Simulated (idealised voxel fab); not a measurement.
This section sets out a process module, namely voxel self aligned contacts.
Shown is cross-section cut, with a width of 270 nm and square cells of size 5 nm.
A cross-section is written here as square cells arranged in a grid, and it is given in bands from the top down, each band taking up one or more rows of cells.
Heights first: top, then bottom, in nm. Then materials, left to right, each with a width in nm. "everywhere" on a single material: fills the band edge to edge. "blank": empty space.
Zero point of the height axis is 0; under it, received wafer = one material. Lowest band: continues down indefinitely, "0 down".
A width given as "30..40" starts at the first number in the band's top row and ends at the second number in its bottom row, shifting by an equal amount at every step from row to row.
The designation "left unchanged", where it is given for a processing step, indicates that no cell of the cross-section was altered in the course of that step.
Internal closed voids: empty space of 8 cells or more with no open way to the top, each as width x height at its distance from the left edge, in nm
Text after the settings on a step's line: the simulator's own remark on that step.
"overlay nm" on a masked step: distance the mask lay right of its planned place, negative for left.
[These are the steps we planned for the process]
1 RECEIVE (material Si)
2 CONFORMAL_DEP (material SiO2; thk nm 5)
3 DIRECTIONAL_DEP (material polySi; thk nm 25)
4 DIRECTIONAL_DEP (material SiN; thk nm 25)
5 DIRECTIONAL_DEP (material aC; thk nm 10)
6 PATTERN (tone cover; mask id GATE; material resist; width nm 30; pitch nm 75; thk nm 25; overlay nm 0)
7 DIRECTIONAL_ETCH (etch materials aC; depth nm 10)
8 STRIP (etch materials resist)
9 DIRECTIONAL_ETCH (etch materials SiN; depth nm 25)
10 DIRECTIONAL_ETCH (etch materials polySi; depth nm 25)
11 STRIP (etch materials aC)
12 CONFORMAL_DEP (material SiN; thk nm 10)
13 DIRECTIONAL_ETCH (etch materials SiN; depth nm 10)
14 FILL_DEP (material SiO2; thk nm 10)
15 CMP (height nm 60)
16 DIRECTIONAL_DEP (material aC; thk nm 10)
17 PATTERN (tone open; mask id CONTACT; material resist; width nm 55; thk nm 30; overlay nm 0)
18 DIRECTIONAL_ETCH (etch materials aC; depth nm 10)
19 STRIP (etch materials resist)
20 DIRECTIONAL_ETCH (etch materials SiO2; depth nm 60)
21 STRIP (etch materials aC)
22 CONFORMAL_DEP (material TiN; thk nm 5)
23 FILL_DEP (material W; thk nm 5)
24 CMP (height nm 60)
25 CONFORMAL_DEP (material SiCN; thk nm 5)
[Received-state cross-section, reflecting completion of step 1]
  0 down: Si everywhere
  Internal closed voids: none
[First of two wafers at the end of the module, shown in cross-section; run carried out as planned]
  65 to 60: SiCN everywhere
  60 to 55: SiO2=105, TiN=20, W=15, TiN=20, SiO2=110
  55 to 30: SiO2=70, SiN=50, TiN=5, W=15, TiN=5, SiN=50, SiO2=75
  30 to 5: SiO2=70, SiN=10, polySi=30, SiN=10, TiN=5, W=15, TiN=5, SiN=10, polySi=30, SiN=10, SiO2=75
  5 to 0: SiO2=120, TiN=25, SiO2=125
  0 down: Si everywhere
  Internal closed voids: none
[What the second wafer looks like in cross-section once the module is done. Its start and its plan matched the first wafer's exactly; what differed was one mistake in how it was run]
  65 to 60: SiCN everywhere
  60 to 55: SiO2=105, TiN=20, W=20, TiN=15, SiO2=110
  55 to 30: SiO2=75, SiN=45, TiN=5, W=20, TiN=5, SiN=45, SiO2=75
  30 to 5: SiO2=75, SiN=10, polySi=25, SiN=10, TiN=5, W=20, TiN=5, SiN=10, polySi=25, SiN=10, SiO2=75
  5 to 0: SiO2=120, TiN=30, SiO2=120
  0 down: Si everywhere
  Internal closed voids: none
Which mistake was made when the wafer was run? the process deviated at step 6: the operation and settings actually run there were PATTERN (tone cover; mask id GATE; material resist; width nm 25; pitch nm 75; thk nm 25; overlay nm 0)
Upon completion, the second wafer contains, in terms of cells, a greater or smaller amount of certain materials than the first wafer: SiN -10, SiO2 +9, W +11, polySi -10
